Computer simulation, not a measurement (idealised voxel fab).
Process module in this document: voxel air gaps
Section shown: cut. Width: 195 nm. Cell size: 5 nm, square.
Think of the cross-section as a grid of square cells. We describe it in bands, top to bottom, and each band covers one or more rows of those cells. Heads up on the band format: heights come first, top then bottom, in nm. After that it's the materials left to right, each with its width in nm. A single material flagged "throughout" fills the whole band edge to edge, and "air" means there's empty space there. Basically, 0 is our baseline, since under it the wafer straight out of the box is all one material. The bottom band has no lower end and keeps on going down, so it looks like "0 down". With a width like "30->40", each row of cells in the band differs from the next by the same amount, the top row carrying the first number and the bottom row the second. Reading "nothing different" for a step: not a cell of the cross-section changed in it. "Sealed voids" enumerates empty spaces isolated from the top, with no open way to it, that contain at least 8 cells, giving each as width x height at distance from the left edge, all three in nm. Anything after a step's settings on that line? It's the simulator's own note about the step. A step line may carry the setting "overlay nm", which, for steps involving a mask, states the distance by which the mask lay to the right of its intended position; negative values denote displacement to the left.
**Set out below are the planned steps of the process**
- 1: RECEIVE,material Si
- 2: CONFORMAL_DEP,material SiO2,thk nm 10
- 3: CONFORMAL_DEP,material SiN,thk nm 5
- 4: DIRECTIONAL_DEP,material SiO2,thk nm 35
- 5: MASKED_ETCH,tone open,mask id LINES,width nm 15,pitch nm 40,etch materials SiO2,depth nm 35,overlay nm 0
- 6: CONFORMAL_DEP,material TiN,thk nm 5
- 7: FILL_DEP,material W,thk nm 10
- 8: CMP,height nm 50
- 9: EPI,material Ru,thk nm 10
- 10: SELECTIVE_ETCH,etch materials SiO2,depth nm 45
- 11: CONFORMAL_DEP,material SiN,thk nm 5
**First of the two wafers, run per plan**
**Step 1 complete: cross-section of the wafer as received**
0 down: Si throughout
Sealed voids: none
**How the wafer stands in section after step 2**
10 to 0: SiO2 throughout
Nothing below the height 0 has changed.
**How the wafer stands in section after step 3**
15 to 10: SiN throughout
Nothing below the height 10 has changed.
**How the wafer stands in section after step 4**
50 to 15: SiO2 throughout
Nothing below the height 15 has changed.
**How the wafer stands in section after step 5**
50 to 15: 50 nm SiO2 | 15 nm air | 25 nm SiO2 | 15 nm air | 25 nm SiO2 | 15 nm air | 50 nm SiO2
Nothing below the height 15 has changed.
**How the wafer stands in section after step 6**
55 to 50: 55 nm TiN | 5 nm air | 35 nm TiN | 5 nm air | 35 nm TiN | 5 nm air | 55 nm TiN
50 to 20: 50 nm SiO2 | 5 nm TiN | 5 nm air | 5 nm TiN | 25 nm SiO2 | 5 nm TiN | 5 nm air | 5 nm TiN | 25 nm SiO2 | 5 nm TiN | 5 nm air | 5 nm TiN | 50 nm SiO2
20 to 15: 50 nm SiO2 | 15 nm TiN | 25 nm SiO2 | 15 nm TiN | 25 nm SiO2 | 15 nm TiN | 50 nm SiO2
Nothing below the height 15 has changed.
**How the wafer stands in section after step 7**
65 to 55: W throughout
55 to 50: 55 nm TiN | 5 nm W | 35 nm TiN | 5 nm W | 35 nm TiN | 5 nm W | 55 nm TiN
50 to 20: 50 nm SiO2 | 5 nm TiN | 5 nm W | 5 nm TiN | 25 nm SiO2 | 5 nm TiN | 5 nm W | 5 nm TiN | 25 nm SiO2 | 5 nm TiN | 5 nm W | 5 nm TiN | 50 nm SiO2
Nothing below the height 20 has changed.
**How the wafer stands in section after step 8**
50 to 20: 50 nm SiO2 | 5 nm TiN | 5 nm W | 5 nm TiN | 25 nm SiO2 | 5 nm TiN | 5 nm W | 5 nm TiN | 25 nm SiO2 | 5 nm TiN | 5 nm W | 5 nm TiN | 50 nm SiO2
Nothing below the height 20 has changed.
**How the wafer stands in section after step 9**
60 to 50: 40 nm air | 35 nm Ru | 5 nm air | 35 nm Ru | 5 nm air | 35 nm Ru | 40 nm air
Nothing below the height 50 has changed.
**How the wafer stands in section after step 10**
60 to 50: 40 nm air | 35 nm Ru | 5 nm air | 35 nm Ru | 5 nm air | 35 nm Ru | 40 nm air
50 to 20: 50 nm air | 5 nm TiN | 5 nm W | 5 nm TiN | 25 nm air | 5 nm TiN | 5 nm W | 5 nm TiN | 25 nm air | 5 nm TiN | 5 nm W | 5 nm TiN | 50 nm air
20 to 15: 50 nm air | 15 nm TiN | 25 nm air | 15 nm TiN | 25 nm air | 15 nm TiN | 50 nm air
Nothing below the height 15 has changed.
**How the wafer stands in section after step 11**
65 to 60: 35 nm air | 125 nm SiN | 35 nm air
60 to 50: 35 nm air | 5 nm SiN | 35 nm Ru | 5 nm SiN | 35 nm Ru | 5 nm SiN | 35 nm Ru | 5 nm SiN | 35 nm air
50 to 45: 35 nm air | 15 nm SiN | 5 nm TiN | 5 nm W | 5 nm TiN | 25 nm SiN | 5 nm TiN | 5 nm W | 5 nm TiN | 25 nm SiN | 5 nm TiN | 5 nm W | 5 nm TiN | 15 nm SiN | 35 nm air
45 to 20: 45 nm air | 5 nm SiN | 5 nm TiN | 5 nm W | 5 nm TiN | 5 nm SiN | 15 nm air | 5 nm SiN | 5 nm TiN | 5 nm W | 5 nm TiN | 5 nm SiN | 15 nm air | 5 nm SiN | 5 nm TiN | 5 nm W | 5 nm TiN | 5 nm SiN | 45 nm air
20 to 15: 50 nm SiN | 15 nm TiN | 25 nm SiN | 15 nm TiN | 25 nm SiN | 15 nm TiN | 50 nm SiN
Nothing below the height 15 has changed.
Sealed voids: 15 x 25 at 70; 15 x 25 at 110
**Second wafer: same start and same plan as the first, one execution error; identical to the first through step 10**
**The second wafer in cross-section, at the planned close of step 11**
65 to 60: 35 nm air | 125 nm TiN | 35 nm air
60 to 50: 35 nm air | 5 nm TiN | 35 nm Ru | 5 nm TiN | 35 nm Ru | 5 nm TiN | 35 nm Ru | 5 nm TiN | 35 nm air
50 to 45: 35 nm air | 20 nm TiN | 5 nm W | 35 nm TiN | 5 nm W | 35 nm TiN | 5 nm W | 20 nm TiN | 35 nm air
45 to 20: 45 nm air | 10 nm TiN | 5 nm W | 10 nm TiN | 15 nm air | 10 nm TiN | 5 nm W | 10 nm TiN | 15 nm air | 10 nm TiN | 5 nm W | 10 nm TiN | 45 nm air
20 to 15: TiN throughout
Nothing below the height 15 has changed.
Sealed voids: 15 x 25 at 70; 15 x 25 at 110
Where did the run depart from the plan? step 11 ran with different settings than intended, the actual operation and settings being CONFORMAL_DEP,material TiN,thk nm 5
Final difference in cells, second wafer against first, listed per material as more or fewer: -109 SiN | +109 TiN
